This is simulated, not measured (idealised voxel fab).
process module | voxel spacer lines
cross-section cut | 255 nm wide | cells 5 nm
A cross-section is a grid of square cells, given in bands from the top down. A band is one or more rows of cells.
Each band's line starts with the height of the band's top and of its bottom, in nm. Then come its materials from left to right, each with its width in nm. One material with "throughout" fills the band from edge to edge. "air" is empty space.
Height 0 is the level under which the wafer as received is all one material. The lowest band goes on downwards, as in "0 down".
A width such as "30 to 40" changes by the same amount from each row of cells to the next, from the band's top row to its bottom row.
"no change" after a step means that no cell of the cross-section changed.
closed voids: empty space of 8 cells or more with no open way to the top, each as width x height at its distance from the left edge, in nm
after a step's settings: what the simulator itself notes on the step
overlay nm, on a step with a mask: how far to the right of its planned place the mask lay; to the left if negative
plan
1 op RECEIVE | material Si
2 op CONFORMAL_DEP | material Al2O3 | thk nm 5
3 op DIRECTIONAL_DEP | material SiN | thk nm 10
4 op DIRECTIONAL_DEP | material aC | thk nm 25
5 op PATTERN | tone cover | mask id MANDREL | material resist | width nm 20 | pitch nm 60 | thk nm 35 | overlay nm 0
6 op DIRECTIONAL_ETCH | etch materials aC | depth nm 25
7 op STRIP | etch materials resist
8 op CONFORMAL_DEP | material SiO2 | thk nm 10
9 op DIRECTIONAL_ETCH | etch materials SiO2 | depth nm 10
10 op STRIP | etch materials aC
11 op DIRECTIONAL_ETCH | etch materials SiN | depth nm 10
12 op STRIP | etch materials SiO2
13 op FILL_DEP | material SiO2 | thk nm 10
14 op CMP | height nm 15
as received, after step 1
  0 down: Si throughout
  closed voids: none
a wafer at the end: this start, this plan, one mistake
  10 to 5: SiO2 45 | SiN 10 | SiO2 20 | SiN 10 | SiO2 20 | SiN 10 | SiO2 20 | SiN 10 | SiO2 20 | SiN 10 | SiO2 20 | SiN 10 | SiO2 50
  5 to 0: Al2O3 throughout
  0 down: Si throughout
  closed voids: none
what went wrong: step 14 ran as: op CMP | height nm 10
